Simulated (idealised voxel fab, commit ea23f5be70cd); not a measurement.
process module | voxel capacitor over wiring
cross-section cut | 205 nm wide | cells 5 nm
A cross-section is a grid of square cells, given in bands from the top down. A band is one or more rows of cells.
Each band's line starts with the height of the band's top and of its bottom, in nm. Then come its materials from left to right, each with its width in nm. One material with "throughout" fills the band from edge to edge. "air" is empty space.
Height 0 is the level under which the wafer as received is all one material. The lowest band goes on downwards, as in "0 down".
A width such as "30 to 40" changes by the same amount from each row of cells to the next, from the band's top row to its bottom row.
"no change" after a step means that no cell of the cross-section changed.
closed voids: empty space of 8 cells or more with no open way to the top, each as width x height at its distance from the left edge, in nm
after a step's settings: what the simulator itself notes on the step
overlay nm, on a step with a mask: how far to the right of its planned place the mask lay; to the left if negative
plan
1 op RECEIVE | material Si
2 op CONFORMAL_DEP | material SiO2 | thk nm 10
3 op DIRECTIONAL_DEP | material TiN | thk nm 5
4 op DIRECTIONAL_DEP | material Ru | thk nm 20
5 op MASKED_ETCH | tone cover | mask id METAL_1 | width nm 25 | pitch nm 90 | etch materials Ru | depth nm 20 | overlay nm 0
6 op MASKED_ETCH | tone cover | mask id METAL_1 | width nm 25 | pitch nm 90 | etch materials TiN | depth nm 5 | overlay nm 0
7 op CONFORMAL_DEP | material SiN | thk nm 5
8 op FILL_DEP | material SiO2 | thk nm 10
9 op CMP | height nm 35
10 op CONFORMAL_DEP | material SiCN | thk nm 5
11 op DIRECTIONAL_DEP | material lowk | thk nm 20
12 op DIRECTIONAL_DEP | material aC | thk nm 10
13 op PATTERN | tone open | mask id PLUG_1 | material resist | width nm 15 | thk nm 30 | overlay nm 0
14 op DIRECTIONAL_ETCH | etch materials aC | depth nm 10
15 op STRIP | etch materials resist
16 op DIRECTIONAL_ETCH | etch materials lowk | depth nm 20
17 op DIRECTIONAL_ETCH | etch materials SiCN | depth nm 5
18 op STRIP | etch materials aC
19 op EPI | material Ru | thk nm 10
20 op EPI | material Ru | thk nm 10
21 op EPI | material Ru | thk nm 5
22 op DIRECTIONAL_DEP | material TiN | thk nm 10
23 op DIRECTIONAL_DEP | material SiN | thk nm 5
24 op DIRECTIONAL_DEP | material TiN | thk nm 5
25 op PATTERN | tone cover | mask id UPPER_PLATE | material resist | width nm 70 | thk nm 15 | overlay nm 0
26 op DIRECTIONAL_ETCH | etch materials TiN | depth nm 5
27 op DIRECTIONAL_ETCH | etch materials SiN | depth nm 5
28 op STRIP | etch materials resist
29 op DIRECTIONAL_DEP | material aC | thk nm 15
30 op PATTERN | tone cover | mask id LOWER_PLATE | material resist | width nm 80 | thk nm 30 | overlay nm 0
31 op DIRECTIONAL_ETCH | etch materials aC | depth nm 15
32 op STRIP | etch materials resist
33 op DIRECTIONAL_ETCH | etch materials TiN | depth nm 10
34 op STRIP | etch materials aC
35 op FILL_DEP | material SiO2 | thk nm 20
36 op CMP | height nm 95
37 op MASKED_ETCH | tone open | mask id PLUG_2 | width nm 15 | etch materials SiO2 | depth nm 15 | overlay nm 0
38 op CONFORMAL_DEP | material TiN | thk nm 5
39 op FILL_DEP | material W | thk nm 10
40 op CMP | height nm 95
41 op CONFORMAL_DEP | material SiN | thk nm 5
as received, after step 1
  0 down: Si throughout
  closed voids: none
a wafer at the end: this start, this plan, one mistake
  100 to 95: SiN throughout
  95 to 85: SiO2 65 | TiN 5 | W 10 | TiN 5 | SiO2 120
  85 to 75: SiO2 65 to 55 | TiN 20 to 70 | SiO2 120 to 80
  75 to 70: SiO2 55 | SiN 70 | SiO2 80
  70 to 60: SiO2 50 | TiN 80 | SiO2 75
  60 to 40: lowk 55 | Ru 15 | lowk 135
  40 to 35: SiCN 55 | Ru 15 | SiCN 135
  35 to 15: SiO2 40 | SiN 5 | Ru 25 | SiN 5 | SiO2 55 | SiN 5 | Ru 25 | SiN 5 | SiO2 40
  15 to 10: SiN 45 | TiN 25 | SiN 65 | TiN 25 | SiN 45
  10 to 0: SiO2 throughout
  0 down: Si throughout
  closed voids: none
what went wrong: step 37 ran as: op MASKED_ETCH | tone open | mask id PLUG_2 | width nm 20 | etch materials SiO2 | depth nm 15 | overlay nm 0
